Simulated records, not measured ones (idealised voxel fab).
process module | voxel ribs on slabs
cross-section cut | 140 nm wide | cells 5 nm
A cross-section is a grid of square cells, given in bands from the top down. A band is one or more rows of cells.
Each band's line starts with the height of the band's top and of its bottom, in nm. Then come its materials from left to right, each with its width in nm. One material with "throughout" fills the band from edge to edge. "air" is empty space.
Height 0 is the level under which the wafer as received is all one material. The lowest band goes on downwards, as in "0 down".
A width such as "30 to 40" changes by the same amount from each row of cells to the next, from the band's top row to its bottom row.
"no change" after a step means that no cell of the cross-section changed.
closed voids: empty space of 8 cells or more with no open way to the top, each as width x height at its distance from the left edge, in nm
after a step's settings: what the simulator itself notes on the step
overlay nm, on a step with a mask: how far to the right of its planned place the mask lay; to the left if negative
plan
1 op RECEIVE | material Si
2 op DIRECTIONAL_DEP | material SiO2 | thk nm 30
3 op DIRECTIONAL_DEP | material polySi | thk nm 15
4 op DIRECTIONAL_DEP | material aC | thk nm 10
5 op PATTERN | tone cover | mask id RIB | material resist | width nm 20 | thk nm 30 | overlay nm 0
6 op DIRECTIONAL_ETCH | etch materials aC | depth nm 10
7 op STRIP | etch materials resist
8 op DIRECTIONAL_ETCH | etch materials polySi | depth nm 5
9 op STRIP | etch materials aC
10 op MASKED_ETCH | tone cover | mask id SLAB | width nm 60 | etch materials polySi | depth nm 10 | overlay nm 0
11 op FILL_DEP | material SiO2 | thk nm 25
12 op CMP | height nm 65
13 op DIRECTIONAL_DEP | material TiN | thk nm 5
14 op DIRECTIONAL_DEP | material aC | thk nm 15
15 op PATTERN | tone cover | mask id HEATER | material resist | width nm 20 | thk nm 30 | overlay nm 0
16 op DIRECTIONAL_ETCH | etch materials aC | depth nm 15
17 op STRIP | etch materials resist
18 op DIRECTIONAL_ETCH | etch materials TiN | depth nm 5
19 op STRIP | etch materials aC
20 op CONFORMAL_DEP | material SiO2 | thk nm 5
varied across the wafers: width nm of step 15. The plan shows the first wafer's value. All wafers start alike
first wafer as received, after step 1
  0 down: Si throughout
  closed voids: none
first wafer at the end, after step 20
  75 to 70: air 55 | SiO2 30 | air 55
  70 to 65: SiO2 60 | TiN 20 | SiO2 60
  65 to 45: SiO2 throughout
  45 to 40: SiO2 60 | polySi 20 | SiO2 60
  40 to 30: SiO2 40 | polySi 60 | SiO2 40
  30 to 0: SiO2 throughout
  0 down: Si throughout
  closed voids: none
last wafer at the end
  75 to 70: air 45 | SiO2 55 | air 40
  70 to 65: SiO2 50 | TiN 45 | SiO2 45
  65 to 45: SiO2 throughout
  45 to 40: SiO2 60 | polySi 20 | SiO2 60
  40 to 30: SiO2 40 | polySi 60 | SiO2 40
  30 to 0: SiO2 throughout
  0 down: Si throughout
  closed voids: none
each wafer at the end: cells of each material gained (+) or lost (-) since it was received, then its closed voids
width nm 20 | +366 SiO2 | +4 TiN | +28 polySi | closed voids: none
width nm 25 | +366 SiO2 | +5 TiN | +28 polySi | closed voids: none
width nm 30 | +366 SiO2 | +6 TiN | +28 polySi | closed voids: none
width nm 35 | +366 SiO2 | +7 TiN | +28 polySi | closed voids: none
width nm 40 | +366 SiO2 | +8 TiN | +28 polySi | closed voids: none
width nm 45 | +366 SiO2 | +9 TiN | +28 polySi | closed voids: none
